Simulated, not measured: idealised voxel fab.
voxel wiring stack: a process module
Cross-section cut spans 265 nm and uses square cells 5 nm in size.
Think of the cross-section as a grid of square cells. We describe it in bands, top to bottom, and each band covers one or more rows of those cells.
This entry defines a band. It first specifies the height of the band's top and the height of its bottom in nm, and then specifies the band's materials from left to right, stating each material with its width in nm. The word "throughout" identifies a single material that fills the band from edge to edge, while the word "empty" identifies empty space.
Heights from 0 (as-received wafer is one material below). Bottom band endless downward, as "0 -> down".
The two numbers in a width such as "30 to 40" mark its ends across the band: the first belongs to the top row of cells, the second to the bottom row, and from each row to the next the width moves by the same amount.
The designation "same as before", where it is given for a processing step, indicates that no cell of the cross-section was altered in the course of that step.
Closed-off voids of 8+ cells (no open route to the top) go in "Closed cavities", written width x height at distance from the left edge, in nm.
Whatever follows a step's settings on its line is a remark the simulator itself makes about that step.
If you see "overlay nm" on a step's line and that step has a mask, it's telling you how far right of where it was planned the mask ended up; a negative number means it went left instead.

Listed below are the process steps as planned:
1 RECEIVE: material Si
2 CONFORMAL_DEP: material SiO2, thk nm 15
3 CONFORMAL_DEP: material SiN, thk nm 5
4 DIRECTIONAL_DEP: material SiO2, thk nm 15
5 PATTERN: tone open, mask id METAL_1, material resist, width nm 20, pitch nm 40, thk nm 20, overlay nm 0
6 DIRECTIONAL_ETCH: etch materials SiO2, depth nm 15
7 DIRECTIONAL_ETCH: etch materials SiN, depth nm 5
8 STRIP: etch materials resist
9 CONFORMAL_DEP: material TiN, thk nm 5
10 FILL_DEP: material Ru, thk nm 10
11 CMP: height nm 35
12 EPI: material Ru, thk nm 5
13 FILL_DEP: material SiCN, thk nm 5
14 DIRECTIONAL_DEP: material SiO2, thk nm 20
15 PATTERN: tone open, mask id PLUG_1, material resist, width nm 15, pitch nm 40, thk nm 20, overlay nm 0
16 DIRECTIONAL_ETCH: etch materials SiO2, depth nm 20
17 DIRECTIONAL_ETCH: etch materials SiCN, depth nm 5
18 STRIP: etch materials resist
19 CONFORMAL_DEP: material TiN, thk nm 5
20 FILL_DEP: material W, thk nm 10
21 CMP: height nm 65
22 DIRECTIONAL_DEP: material TiN, thk nm 5
23 DIRECTIONAL_DEP: material W, thk nm 20
24 MASKED_ETCH: tone cover, mask id METAL_2, width nm 20, pitch nm 40, etch materials W, depth nm 20, overlay nm 0
25 MASKED_ETCH: tone cover, mask id METAL_2, width nm 20, pitch nm 40, etch materials TiN, depth nm 5, overlay nm 0
26 CONFORMAL_DEP: material SiN, thk nm 5
27 FILL_DEP: material SiO2, thk nm 5
28 CMP: height nm 90
29 CONFORMAL_DEP: material SiCN, thk nm 5
30 DIRECTIONAL_DEP: material SiO2, thk nm 30
31 PATTERN: tone open, mask id METAL_3, material resist, width nm 20, pitch nm 40, thk nm 15, overlay nm 0
32 DIRECTIONAL_ETCH: etch materials SiO2, depth nm 15
33 STRIP: etch materials resist
34 PATTERN: tone open, mask id METAL_3_HOLES, material resist, width nm 15, pitch nm 40, thk nm 15, overlay nm 0
35 DIRECTIONAL_ETCH: etch materials SiO2, depth nm 15
36 DIRECTIONAL_ETCH: etch materials SiCN, depth nm 5
37 STRIP: etch materials resist
38 CONFORMAL_DEP: material TiN, thk nm 5
39 FILL_DEP: material Cu, thk nm 5
40 CMP: height nm 125
41 CONFORMAL_DEP: material SiN, thk nm 5

Wafer as received: cross-section following step 1:
	0 -> down: Si throughout
	Closed cavities: none

End-of-module XS, first of two wafers, run as planned:
	130 -> 125: SiN throughout
	125 -> 115: 100 nm SiO2  5 nm TiN  10 nm Cu  5 nm TiN  20 nm SiO2  5 nm TiN  10 nm Cu  5 nm TiN  105 nm SiO2
	115 -> 110: 100 nm SiO2  5 nm TiN  5 nm Cu  10 nm TiN  20 nm SiO2  5 nm TiN  5 nm Cu  10 nm TiN  105 nm SiO2
	110 -> 95: 100 nm SiO2  5 nm TiN  5 nm Cu  5 nm TiN  25 nm SiO2  5 nm TiN  5 nm Cu  5 nm TiN  110 nm SiO2
	95 -> 90: 100 nm SiCN  15 nm TiN  25 nm SiCN  15 nm TiN  110 nm SiCN
	90 -> 70: 95 nm SiO2  5 nm SiN  20 nm W  5 nm SiN  10 nm SiO2  5 nm SiN  20 nm W  5 nm SiN  100 nm SiO2
	70 -> 65: 100 nm SiN  20 nm TiN  20 nm SiN  20 nm TiN  105 nm SiN
	65 -> 45: 100 nm SiO2  5 nm TiN  5 nm W  5 nm TiN  25 nm SiO2  5 nm TiN  5 nm W  5 nm TiN  110 nm SiO2
	45 -> 40: 100 nm SiCN  15 nm TiN  25 nm SiCN  15 nm TiN  110 nm SiCN
	40 -> 35: 95 nm SiCN  30 nm Ru  10 nm SiCN  30 nm Ru  100 nm SiCN
	35 -> 20: 100 nm SiO2  5 nm TiN  10 nm Ru  5 nm TiN  20 nm SiO2  5 nm TiN  10 nm Ru  5 nm TiN  105 nm SiO2
	20 -> 15: 100 nm SiN  20 nm TiN  20 nm SiN  20 nm TiN  105 nm SiN
	15 -> 0: SiO2 throughout
	0 -> down: Si throughout
	Closed cavities: none

Cross-section, second wafer: same start as the first, same plan as the first, one mistake in running it; taken at the end of the module:
	130 -> 125: SiN throughout
	125 -> 115: 100 nm SiO2  5 nm TiN  10 nm Cu  5 nm TiN  20 nm SiO2  5 nm TiN  10 nm Cu  5 nm TiN  105 nm SiO2
	115 -> 110: 100 nm SiO2  5 nm TiN  5 nm Cu  10 nm TiN  20 nm SiO2  5 nm TiN  5 nm Cu  10 nm TiN  105 nm SiO2
	110 -> 95: 100 nm SiO2  5 nm TiN  5 nm Cu  5 nm TiN  25 nm SiO2  5 nm TiN  5 nm Cu  5 nm TiN  110 nm SiO2
	95 -> 90: 100 nm SiCN  15 nm TiN  25 nm SiCN  15 nm TiN  110 nm SiCN
	90 -> 70: 95 nm SiO2  5 nm SiN  20 nm W  5 nm SiN  10 nm SiO2  5 nm SiN  20 nm W  5 nm SiN  100 nm SiO2
	70 -> 65: 100 nm SiN  20 nm TiN  20 nm SiN  20 nm TiN  105 nm SiN
	65 -> 45: SiN throughout
	45 -> 40: SiCN throughout
	40 -> 35: 95 nm SiCN  30 nm Ru  10 nm SiCN  30 nm Ru  100 nm SiCN
	35 -> 20: 100 nm SiO2  5 nm TiN  10 nm Ru  5 nm TiN  20 nm SiO2  5 nm TiN  10 nm Ru  5 nm TiN  105 nm SiO2
	20 -> 15: 100 nm SiN  20 nm TiN  20 nm SiN  20 nm TiN  105 nm SiN
	15 -> 0: SiO2 throughout
	0 -> down: Si throughout
	Closed cavities: none
Against the plan, the run slipped here: heads up, step 14 didn't go per plan, it actually ran as DIRECTIONAL_DEP: material SiN, thk nm 20
Wrapping up, a cell-based count of both wafers puts the second over or under the first for these materials: 6 more of SiCN | 212 more of SiN | 188 fewer of SiO2 | 22 fewer of TiN | 8 fewer of W
